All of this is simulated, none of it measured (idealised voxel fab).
The name of this process module is voxel wiring stack.
260 nm wide, 5 nm square cells: that's cross-section cut.
Just so we're on the same page, the cross-sections are grids of square cells, and they're listed out in bands top to bottom, each band one or more rows deep.
Each band's line starts with the height of the band's top and of its bottom, in nm. Then come its materials from left to right, each with its width in nm. One material with "edge to edge" fills the band from edge to edge. "blank" is empty space.
Height reference: 0 = level under which incoming wafer is all one material. Lowest band: no bottom, runs on downward, e.g. "0 nm and below".
A width such as "30..40" changes by the same amount from each row of cells to the next, from the band's top row to its bottom row.
"all unchanged", as given for a step, is the statement that not any cell of the cross-section underwent a change during that step.
The entry "Enclosed void list" lists the empty spaces that cover at least 8 cells and have no open path to the top. Each is written as width x height at distance, where the distance is measured from the left edge and all three values are in nm.
Step line, after settings: the simulator's comment on this step.
overlay nm: mask right of planned place by this much (step with mask). Neg. = left.
STEPS PLANNED FOR THE PROCESS
1: RECEIVE [material Si]
2: CONFORMAL_DEP [material SiO2] [thk nm 15]
3: DIRECTIONAL_DEP [material TiN] [thk nm 5]
4: DIRECTIONAL_DEP [material W] [thk nm 25]
5: MASKED_ETCH [tone cover] [mask id METAL_1] [width nm 30] [pitch nm 55] [etch materials W] [depth nm 25] [overlay nm 0]
6: MASKED_ETCH [tone cover] [mask id METAL_1] [width nm 30] [pitch nm 55] [etch materials TiN] [depth nm 5] [overlay nm 0]
7: FILL_DEP [material lowk] [thk nm 5]
8: CMP [height nm 45]
9: CONFORMAL_DEP [material SiCN] [thk nm 5]
10: DIRECTIONAL_DEP [material lowk] [thk nm 10]
11: MASKED_ETCH [tone open] [mask id PLUG_1] [width nm 15] [etch materials lowk] [depth nm 10] [overlay nm 0]
12: MASKED_ETCH [tone open] [mask id PLUG_1] [width nm 15] [etch materials SiCN] [depth nm 5] [overlay nm 0]
13: EPI [material Ru] [thk nm 10]
14: EPI [material Ru] [thk nm 5]
15: DIRECTIONAL_DEP [material TiN] [thk nm 5]
16: DIRECTIONAL_DEP [material W] [thk nm 15]
17: PATTERN [tone cover] [mask id METAL_2] [material resist] [width nm 30] [pitch nm 55] [thk nm 15] [overlay nm 0]
18: DIRECTIONAL_ETCH [etch materials W] [depth nm 15]
19: DIRECTIONAL_ETCH [etch materials TiN] [depth nm 5]
20: STRIP [etch materials resist]
21: FILL_DEP [material lowk] [thk nm 10]
22: CMP [height nm 80]
23: CONFORMAL_DEP [material SiCN] [thk nm 5]
24: DIRECTIONAL_DEP [material lowk] [thk nm 15]
25: PATTERN [tone open] [mask id PLUG_2] [material resist] [width nm 15] [pitch nm 55] [thk nm 20] [overlay nm 0]
26: DIRECTIONAL_ETCH [etch materials lowk] [depth nm 15]
27: DIRECTIONAL_ETCH [etch materials SiCN] [depth nm 5]
28: STRIP [etch materials resist]
29: EPI [material Ru] [thk nm 10]
30: EPI [material Ru] [thk nm 10]
31: CONFORMAL_DEP [material SiCN] [thk nm 5]
32: DIRECTIONAL_DEP [material lowk] [thk nm 20]
33: DIRECTIONAL_DEP [material aC] [thk nm 10]
34: PATTERN [tone open] [mask id METAL_3] [material resist] [width nm 30] [pitch nm 55] [thk nm 25] [overlay nm 0]
35: DIRECTIONAL_ETCH [etch materials aC] [depth nm 10]
36: STRIP [etch materials resist]
37: DIRECTIONAL_ETCH [etch materials lowk] [depth nm 20]
38: DIRECTIONAL_ETCH [etch materials SiCN] [depth nm 5]
39: STRIP [etch materials aC]
40: CONFORMAL_DEP [material TiN] [thk nm 5]
41: FILL_DEP [material Ru] [thk nm 10]
42: CMP [height nm 125]
43: CONFORMAL_DEP [material SiCN] [thk nm 5]
44: DIRECTIONAL_DEP [material SiO2] [thk nm 10]
45: MASKED_ETCH [tone open] [mask id PLUG_3] [width nm 15] [pitch nm 55] [etch materials SiO2] [depth nm 10] [overlay nm 0]
46: MASKED_ETCH [tone open] [mask id PLUG_3] [width nm 15] [pitch nm 55] [etch materials SiCN] [depth nm 5] [overlay nm 0]
47: CONFORMAL_DEP [material TiN] [thk nm 5]
48: FILL_DEP [material W] [thk nm 10]
49: CMP [height nm 140]
50: CONFORMAL_DEP [material SiN] [thk nm 5]
51: DIRECTIONAL_DEP [material SiO2] [thk nm 20]
52: PATTERN [tone open] [mask id METAL_4] [material resist] [width nm 30] [pitch nm 55] [thk nm 20] [overlay nm 0]
53: DIRECTIONAL_ETCH [etch materials SiO2] [depth nm 20]
54: DIRECTIONAL_ETCH [etch materials SiN] [depth nm 5]
55: STRIP [etch materials resist]
56: CONFORMAL_DEP [material TiN] [thk nm 5]
57: FILL_DEP [material Cu] [thk nm 10]
58: CMP [height nm 165]
59: EPI [material Ru] [thk nm 5]
60: FILL_DEP [material SiCN] [thk nm 5]
STEP 1 COMPLETE: CROSS-SECTION OF THE WAFER AS RECEIVED
	0 nm and below = Si edge to edge
	Enclosed void list: none
LOOK AT THE CROSS-SECTION AFTER THE MODULE: THE WAFER STARTED OUT THE WAY SHOWN ABOVE AND THE PLAN WAS THE ONE SHOWN ABOVE, YET ONE MISTAKE WAS MADE ALONG THE WAY
	175 nm to 170 nm = SiCN edge to edge
	170 nm to 165 nm = 80 nm SiCN; 40 nm Ru; 15 nm SiCN; 40 nm Ru; 85 nm SiCN
	165 nm to 145 nm = 85 nm SiO2; 5 nm TiN; 20 nm Cu; 5 nm TiN; 25 nm SiO2; 5 nm TiN; 20 nm Cu; 5 nm TiN; 90 nm SiO2
	145 nm to 140 nm = 85 nm SiN; 30 nm TiN; 25 nm SiN; 30 nm TiN; 90 nm SiN
	140 nm to 130 nm = 85 nm SiO2; 5 nm TiN; 5 nm W; 5 nm TiN; 40 nm SiO2; 5 nm TiN; 5 nm W; 5 nm TiN; 105 nm SiO2
	130 nm to 125 nm = 85 nm SiCN; 15 nm TiN; 40 nm SiCN; 15 nm TiN; 105 nm SiCN
	125 nm to 105 nm = 85 nm lowk; 5 nm TiN; 20 nm Ru; 5 nm TiN; 25 nm lowk; 5 nm TiN; 20 nm Ru; 5 nm TiN; 90 nm lowk
	105 nm to 100 nm = 85 nm SiCN; 30 nm TiN; 25 nm SiCN; 30 nm TiN; 90 nm SiCN
	100 nm to 85 nm = 85 nm lowk; 15 nm Ru; 40 nm lowk; 15 nm Ru; 105 nm lowk
	85 nm to 80 nm = 85 nm SiCN; 15 nm Ru; 40 nm SiCN; 15 nm Ru; 105 nm SiCN
	80 nm to 65 nm = 85 nm Ru; 30 nm W; 25 nm Ru; 30 nm W; 90 nm Ru
	65 nm to 60 nm = 85 nm Ru; 30 nm TiN; 25 nm Ru; 30 nm TiN; 90 nm Ru
	60 nm to 50 nm = 85 nm lowk; 15 nm Ru; 160 nm lowk
	50 nm to 45 nm = 85 nm SiCN; 15 nm Ru; 160 nm SiCN
	45 nm to 20 nm = 85 nm lowk; 30 nm W; 25 nm lowk; 30 nm W; 90 nm lowk
	20 nm to 15 nm = 85 nm lowk; 30 nm TiN; 25 nm lowk; 30 nm TiN; 90 nm lowk
	15 nm to 0 nm = SiO2 edge to edge
	0 nm and below = Si edge to edge
	Enclosed void list: none
The mistake made against the process plan was this: contrary to plan, step 21 was performed as FILL_DEP [material Ru] [thk nm 10]
